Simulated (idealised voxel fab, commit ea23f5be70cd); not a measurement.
The following is a process module called voxel wiring stack.
Displayed cross-section: cut, width of 255 nm, square cells sized 5 nm.
Cross-section format: a grid of square cells, given as bands from top to bottom; each band is one or more rows of cells. Read a band's entry like this: the first values are the height of its top and the height of its bottom in nm, and what follows is the sequence of materials from left to right, each with its width in nm. Note that "empty" is empty space, and that a single material marked "throughout" reaches across the band from edge to edge. Height is counted from the level 0, under which the received wafer is composed throughout of one material. The lowest of the bands is not closed at the bottom but continues downward, in the notation "top 0, no bottom". The expression "30 to 40" gives the width at the extremes of the band, the first number at its top row of cells and the second at its bottom row, with the width changing by equal amounts from each row to the next in between. Step note "no modifications" = no cross-section cell changed. Entry "Closed void entries". Content: empty spaces with no open connection to the top, size 8 cells or greater. Each: width x height at distance. Distance: from left edge. Unit: nm. That trailing text on a step's line, after the settings, is the simulator's own remark on the step. A step line may carry the setting "overlay nm", which, for steps involving a mask, states the distance by which the mask lay to the right of its intended position; negative values denote displacement to the left.
Process steps (planned):
- 1: op RECEIVE | material Si
- 2: op CONFORMAL_DEP | material SiO2 | thk nm 15
- 3: op CONFORMAL_DEP | material SiCN | thk nm 5
- 4: op DIRECTIONAL_DEP | material lowk | thk nm 15
- 5: op DIRECTIONAL_DEP | material aC | thk nm 15
- 6: op PATTERN | tone open | mask id METAL_1 | material resist | width nm 25 | pitch nm 50 | thk nm 30 | overlay nm 0
- 7: op DIRECTIONAL_ETCH | etch materials aC | depth nm 15
- 8: op STRIP | etch materials resist
- 9: op DIRECTIONAL_ETCH | etch materials lowk | depth nm 15
- 10: op DIRECTIONAL_ETCH | etch materials SiCN | depth nm 5
- 11: op STRIP | etch materials aC
- 12: op CONFORMAL_DEP | material TiN | thk nm 5
- 13: op FILL_DEP | material Cu | thk nm 5
- 14: op CMP | height nm 25
- 15: op CONFORMAL_DEP | material SiCN | thk nm 5
- 16: op DIRECTIONAL_DEP | material lowk | thk nm 15
- 17: op DIRECTIONAL_DEP | material aC | thk nm 15
- 18: op PATTERN | tone open | mask id PLUG_1 | material resist | width nm 15 | pitch nm 50 | thk nm 35 | overlay nm 0
- 19: op DIRECTIONAL_ETCH | etch materials aC | depth nm 15
- 20: op STRIP | etch materials resist
- 21: op DIRECTIONAL_ETCH | etch materials lowk | depth nm 15
- 22: op DIRECTIONAL_ETCH | etch materials SiCN | depth nm 5
- 23: op STRIP | etch materials aC
- 24: op EPI | material Ru | thk nm 10
- 25: op EPI | material Ru | thk nm 10
- 26: op CONFORMAL_DEP | material SiN | thk nm 5
- 27: op DIRECTIONAL_DEP | material lowk | thk nm 15
- 28: op MASKED_ETCH | tone open | mask id METAL_2 | width nm 25 | pitch nm 50 | etch materials lowk | depth nm 15 | overlay nm 0
- 29: op MASKED_ETCH | tone open | mask id METAL_2 | width nm 25 | pitch nm 50 | etch materials SiN | depth nm 5 | overlay nm 0
- 30: op CONFORMAL_DEP | material TiN | thk nm 5
- 31: op FILL_DEP | material W | thk nm 5
- 32: op CMP | height nm 75
- 33: op CONFORMAL_DEP | material SiCN | thk nm 5
- 34: op DIRECTIONAL_DEP | material SiO2 | thk nm 15
- 35: op PATTERN | tone open | mask id PLUG_2 | material resist | width nm 15 | pitch nm 50 | thk nm 15 | overlay nm 0
- 36: op DIRECTIONAL_ETCH | etch materials SiO2 | depth nm 15
- 37: op DIRECTIONAL_ETCH | etch materials SiCN | depth nm 5
- 38: op STRIP | etch materials resist
- 39: op EPI | material Ru | thk nm 10
- 40: op EPI | material Ru | thk nm 10
- 41: op DIRECTIONAL_DEP | material TiN | thk nm 5
- 42: op DIRECTIONAL_DEP | material W | thk nm 15
- 43: op DIRECTIONAL_DEP | material aC | thk nm 10
- 44: op PATTERN | tone cover | mask id METAL_3 | material resist | width nm 25 | pitch nm 50 | thk nm 25 | overlay nm 0
- 45: op DIRECTIONAL_ETCH | etch materials aC | depth nm 10
- 46: op STRIP | etch materials resist
- 47: op DIRECTIONAL_ETCH | etch materials W | depth nm 15
- 48: op DIRECTIONAL_ETCH | etch materials TiN | depth nm 5
- 49: op STRIP | etch materials aC
- 50: op CONFORMAL_DEP | material SiCN | thk nm 5
- 51: op FILL_DEP | material SiO2 | thk nm 10
- 52: op CMP | height nm 115
- 53: op CONFORMAL_DEP | material SiCN | thk nm 5
Split variable: height nm, step 14. Plan value = first wafer. Wafers start alike.
The first of several wafers, as received after step 1, seen in section:
top 0, no bottom = Si throughout
Closed void entries: none
First of several wafers: cross-section at the end of the module, after step 53, its last step:
top 120, bottom 115 = SiCN throughout
top 115, bottom 100 = SiO2=85  SiCN=5  W=25  SiCN=5  SiO2=15  SiCN=5  W=25  SiCN=5  SiO2=85
top 100, bottom 95 = SiCN=90  TiN=25  SiCN=25  TiN=25  SiCN=90
top 95, bottom 80 = SiO2=90  Ru=15  SiO2=35  Ru=15  SiO2=100
top 80, bottom 75 = SiCN=90  Ru=15  SiCN=35  Ru=15  SiCN=100
top 75, bottom 70 = W throughout
top 70, bottom 65 = TiN=95  W=15  TiN=35  W=15  TiN=95
top 65, bottom 50 = lowk=90  TiN=5  W=15  TiN=5  lowk=25  TiN=5  W=15  TiN=5  lowk=90
top 50, bottom 45 = SiN=90  TiN=25  SiN=25  TiN=25  SiN=90
top 45, bottom 30 = lowk=90  Ru=15  lowk=35  Ru=15  lowk=100
top 30, bottom 25 = SiCN=90  Ru=15  SiCN=35  Ru=15  SiCN=100
top 25, bottom 20 = lowk=90  TiN=5  Cu=15  TiN=5  lowk=25  TiN=5  Cu=15  TiN=5  lowk=90
top 20, bottom 15 = SiCN=90  TiN=25  SiCN=25  TiN=25  SiCN=90
top 15, bottom 0 = SiO2 throughout
top 0, no bottom = Si throughout
Closed void entries: none
Showing the last wafer in cross-section at the end of the module:
top 120, bottom 115 = SiCN throughout
top 115, bottom 100 = SiO2=85  SiCN=5  W=25  SiCN=5  SiO2=15  SiCN=5  W=25  SiCN=5  SiO2=85
top 100, bottom 95 = SiCN=90  TiN=25  SiCN=25  TiN=25  SiCN=90
top 95, bottom 80 = SiO2=90  Ru=15  SiO2=35  Ru=15  SiO2=100
top 80, bottom 75 = SiCN=90  Ru=15  SiCN=35  Ru=15  SiCN=100
top 75, bottom 70 = lowk=90  TiN=5  W=15  TiN=5  lowk=25  TiN=5  W=15  TiN=5  lowk=90
top 70, bottom 65 = SiN=90  TiN=25  SiN=25  TiN=25  SiN=90
top 65, bottom 50 = lowk=90  Ru=15  lowk=35  Ru=15  lowk=100
top 50, bottom 45 = SiCN=90  Ru=15  SiCN=35  Ru=15  SiCN=100
top 45, bottom 40 = Cu throughout
top 40, bottom 35 = TiN=95  Cu=15  TiN=35  Cu=15  TiN=95
top 35, bottom 20 = lowk=90  TiN=5  Cu=15  TiN=5  lowk=25  TiN=5  Cu=15  TiN=5  lowk=90
top 20, bottom 15 = SiCN=90  TiN=25  SiCN=25  TiN=25  SiCN=90
top 15, bottom 0 = SiO2 throughout
top 0, no bottom = Si throughout
Closed void entries: none
End of module, by wafer: material-by-material cell gain (+) or loss (-) since receipt, then closed voids:
height nm 25, +6 Cu, +48 Ru, +235 SiCN, +41 SiN, +399 SiO2, +91 TiN, +105 W, +299 lowk, Closed void entries: none
height nm 30, +12 Cu, +48 Ru, +235 SiCN, +41 SiN, +399 SiO2, +95 TiN, +54 W, +340 lowk, Closed void entries: none
height nm 35, +18 Cu, +48 Ru, +235 SiCN, +41 SiN, +399 SiO2, +54 TiN, +48 W, +381 lowk, Closed void entries: none
height nm 40, +24 Cu, +48 Ru, +235 SiCN, +41 SiN, +399 SiO2, +95 TiN, +42 W, +340 lowk, Closed void entries: none
height nm 45, +75 Cu, +48 Ru, +235 SiCN, +41 SiN, +399 SiO2, +91 TiN, +36 W, +299 lowk, Closed void entries: none
